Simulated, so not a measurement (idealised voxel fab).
process module | voxel wiring stack
cross-section cut | 160 nm wide | cells 5 nm
A cross-section is a grid of square cells, given in bands from the top down. A band is one or more rows of cells.
Each band's line starts with the height of the band's top and of its bottom, in nm. Then come its materials from left to right, each with its width in nm. One material with "throughout" fills the band from edge to edge. "air" is empty space.
Height 0 is the level under which the wafer as received is all one material. The lowest band goes on downwards, as in "0 down".
A width such as "30 to 40" changes by the same amount from each row of cells to the next, from the band's top row to its bottom row.
"no change" after a step means that no cell of the cross-section changed.
closed voids: empty space of 8 cells or more with no open way to the top, each as width x height at its distance from the left edge, in nm
after a step's settings: what the simulator itself notes on the step
overlay nm, on a step with a mask: how far to the right of its planned place the mask lay; to the left if negative
plan
1 op RECEIVE | material Si
2 op CONFORMAL_DEP | material SiO2 | thk nm 10
3 op DIRECTIONAL_DEP | material TiN | thk nm 5
4 op DIRECTIONAL_DEP | material Ru | thk nm 25
5 op MASKED_ETCH | tone cover | mask id METAL_1 | width nm 25 | pitch nm 50 | etch materials Ru | depth nm 25 | overlay nm 0
6 op MASKED_ETCH | tone cover | mask id METAL_1 | width nm 25 | pitch nm 50 | etch materials TiN | depth nm 5 | overlay nm 0
7 op CONFORMAL_DEP | material SiN | thk nm 5
8 op FILL_DEP | material lowk | thk nm 5
9 op CMP | height nm 40
10 op CONFORMAL_DEP | material SiCN | thk nm 5
11 op DIRECTIONAL_DEP | material SiO2 | thk nm 35
12 op DIRECTIONAL_DEP | material aC | thk nm 10
13 op PATTERN | tone open | mask id METAL_2_HOLES | material resist | width nm 15 | pitch nm 100 | thk nm 30 | overlay nm 0
14 op DIRECTIONAL_ETCH | etch materials aC | depth nm 10
15 op STRIP | etch materials resist
16 op DIRECTIONAL_ETCH | etch materials SiO2 | depth nm 35
17 op STRIP | etch materials aC
18 op PATTERN | tone open | mask id METAL_2 | material resist | width nm 25 | pitch nm 50 | thk nm 15 | overlay nm 0
19 op DIRECTIONAL_ETCH | etch materials SiO2 | depth nm 20
20 op DIRECTIONAL_ETCH | etch materials SiCN | depth nm 5
21 op STRIP | etch materials resist
22 op CONFORMAL_DEP | material TiN | thk nm 5
23 op FILL_DEP | material Cu | thk nm 10
24 op CMP | height nm 80
25 op CONFORMAL_DEP | material SiCN | thk nm 5
26 op DIRECTIONAL_DEP | material SiO2 | thk nm 30
27 op MASKED_ETCH | tone open | mask id METAL_3 | width nm 25 | pitch nm 50 | etch materials SiO2 | depth nm 15 | overlay nm 0
28 op DIRECTIONAL_DEP | material aC | thk nm 10
29 op PATTERN | tone open | mask id METAL_3_HOLES | material resist | width nm 15 | pitch nm 100 | thk nm 30 | overlay nm 0
30 op DIRECTIONAL_ETCH | etch materials aC | depth nm 10
31 op STRIP | etch materials resist
32 op DIRECTIONAL_ETCH | etch materials SiO2 | depth nm 15
33 op DIRECTIONAL_ETCH | etch materials SiCN | depth nm 5
34 op STRIP | etch materials aC
35 op CONFORMAL_DEP | material TiN | thk nm 5
36 op FILL_DEP | material Ru | thk nm 5
37 op CMP | height nm 115
38 op CONFORMAL_DEP | material SiCN | thk nm 5
39 op DIRECTIONAL_DEP | material lowk | thk nm 25
40 op DIRECTIONAL_DEP | material aC | thk nm 15
41 op PATTERN | tone open | mask id METAL_4_HOLES | material resist | width nm 15 | pitch nm 100 | thk nm 30 | overlay nm 0
42 op DIRECTIONAL_ETCH | etch materials aC | depth nm 15
43 op STRIP | etch materials resist
44 op DIRECTIONAL_ETCH | etch materials lowk | depth nm 25
45 op STRIP | etch materials aC
46 op DIRECTIONAL_DEP | material aC | thk nm 15
47 op PATTERN | tone open | mask id METAL_4 | material resist | width nm 25 | pitch nm 50 | thk nm 30 | overlay nm 0
48 op DIRECTIONAL_ETCH | etch materials aC | depth nm 15
49 op STRIP | etch materials resist
50 op DIRECTIONAL_ETCH | etch materials lowk | depth nm 15
51 op DIRECTIONAL_ETCH | etch materials SiCN | depth nm 5
52 op STRIP | etch materials aC
53 op CONFORMAL_DEP | material TiN | thk nm 5
54 op FILL_DEP | material Ru | thk nm 10
55 op CMP | height nm 145
56 op CONFORMAL_DEP | material SiN | thk nm 5
as received, after step 1
  0 down: Si throughout
  closed voids: none
first wafer at the end, as planned
  150 to 145: SiN throughout
  145 to 135: lowk 15 | TiN 5 | Ru 15 | TiN 5 | lowk 25 | TiN 5 | Ru 15 | TiN 5 | lowk 25 | TiN 5 | Ru 15 | TiN 5 | lowk 20
  135 to 130: lowk 15 | TiN 5 | Ru 5 | TiN 15 | lowk 25 | TiN 25 | lowk 25 | TiN 5 | Ru 5 | TiN 15 | lowk 20
  130 to 120: lowk 15 | TiN 5 | Ru 5 | TiN 5 | lowk 85 | TiN 5 | Ru 5 | TiN 5 | lowk 30
  120 to 115: SiCN 15 | TiN 15 | SiCN 85 | TiN 15 | SiCN 30
  115 to 105: SiO2 15 | TiN 5 | Ru 15 | TiN 5 | SiO2 25 | TiN 5 | Ru 15 | TiN 5 | SiO2 25 | TiN 5 | Ru 15 | TiN 5 | SiO2 20
  105 to 100: SiO2 15 | TiN 5 | Ru 5 | TiN 15 | SiO2 25 | TiN 25 | SiO2 25 | TiN 5 | Ru 5 | TiN 15 | SiO2 20
  100 to 85: SiO2 15 | TiN 5 | Ru 5 | TiN 5 | SiO2 85 | TiN 5 | Ru 5 | TiN 5 | SiO2 30
  85 to 80: SiCN 15 | TiN 15 | SiCN 85 | TiN 15 | SiCN 30
  80 to 65: SiO2 15 | TiN 5 | Cu 15 | TiN 5 | SiO2 25 | TiN 5 | Cu 15 | TiN 5 | SiO2 25 | TiN 5 | Cu 15 | TiN 5 | SiO2 20
  65 to 60: SiO2 15 | TiN 5 | Cu 5 | TiN 15 | SiO2 25 | TiN 25 | SiO2 25 | TiN 5 | Cu 5 | TiN 15 | SiO2 20
  60 to 45: SiO2 15 | TiN 5 | Cu 5 | TiN 5 | SiO2 85 | TiN 5 | Cu 5 | TiN 5 | SiO2 30
  45 to 40: SiCN 15 | TiN 15 | SiCN 85 | TiN 15 | SiCN 30
  40 to 15: lowk 10 | SiN 5 | Ru 25 | SiN 5 | lowk 15 | SiN 5 | Ru 25 | SiN 5 | lowk 15 | SiN 5 | Ru 25 | SiN 5 | lowk 15
  15 to 10: SiN 15 | TiN 25 | SiN 25 | TiN 25 | SiN 25 | TiN 25 | SiN 20
  10 to 0: SiO2 throughout
  0 down: Si throughout
  closed voids: none
second wafer at the end: like start, like plan, one mistake
  165 to 160: SiN throughout
  160 to 150: Ru throughout
  150 to 145: TiN 20 | Ru 15 | TiN 35 | Ru 15 | TiN 35 | Ru 15 | TiN 25
  145 to 135: lowk 15 | TiN 5 | Ru 15 | TiN 5 | lowk 25 | TiN 5 | Ru 15 | TiN 5 | lowk 25 | TiN 5 | Ru 15 | TiN 5 | lowk 20
  135 to 130: lowk 15 | TiN 5 | Ru 5 | TiN 15 | lowk 25 | TiN 25 | lowk 25 | TiN 5 | Ru 5 | TiN 15 | lowk 20
  130 to 120: lowk 15 | TiN 5 | Ru 5 | TiN 5 | lowk 85 | TiN 5 | Ru 5 | TiN 5 | lowk 30
  120 to 115: SiCN 15 | TiN 15 | SiCN 85 | TiN 15 | SiCN 30
  115 to 105: SiO2 15 | TiN 5 | Ru 15 | TiN 5 | SiO2 25 | TiN 5 | Ru 15 | TiN 5 | SiO2 25 | TiN 5 | Ru 15 | TiN 5 | SiO2 20
  105 to 100: SiO2 15 | TiN 5 | Ru 5 | TiN 15 | SiO2 25 | TiN 25 | SiO2 25 | TiN 5 | Ru 5 | TiN 15 | SiO2 20
  100 to 85: SiO2 15 | TiN 5 | Ru 5 | TiN 5 | SiO2 85 | TiN 5 | Ru 5 | TiN 5 | SiO2 30
  85 to 80: SiCN 15 | TiN 15 | SiCN 85 | TiN 15 | SiCN 30
  80 to 65: SiO2 15 | TiN 5 | Cu 15 | TiN 5 | SiO2 25 | TiN 5 | Cu 15 | TiN 5 | SiO2 25 | TiN 5 | Cu 15 | TiN 5 | SiO2 20
  65 to 60: SiO2 15 | TiN 5 | Cu 5 | TiN 15 | SiO2 25 | TiN 25 | SiO2 25 | TiN 5 | Cu 5 | TiN 15 | SiO2 20
  60 to 45: SiO2 15 | TiN 5 | Cu 5 | TiN 5 | SiO2 85 | TiN 5 | Cu 5 | TiN 5 | SiO2 30
  45 to 40: SiCN 15 | TiN 15 | SiCN 85 | TiN 15 | SiCN 30
  40 to 15: lowk 10 | SiN 5 | Ru 25 | SiN 5 | lowk 15 | SiN 5 | Ru 25 | SiN 5 | lowk 15 | SiN 5 | Ru 25 | SiN 5 | lowk 15
  15 to 10: SiN 15 | TiN 25 | SiN 25 | TiN 25 | SiN 25 | TiN 25 | SiN 20
  10 to 0: SiO2 throughout
  0 down: Si throughout
  closed voids: none
what went wrong: step 55 was left out
at the end the second wafer has, in cells: 73 more of Ru | 23 more of TiN
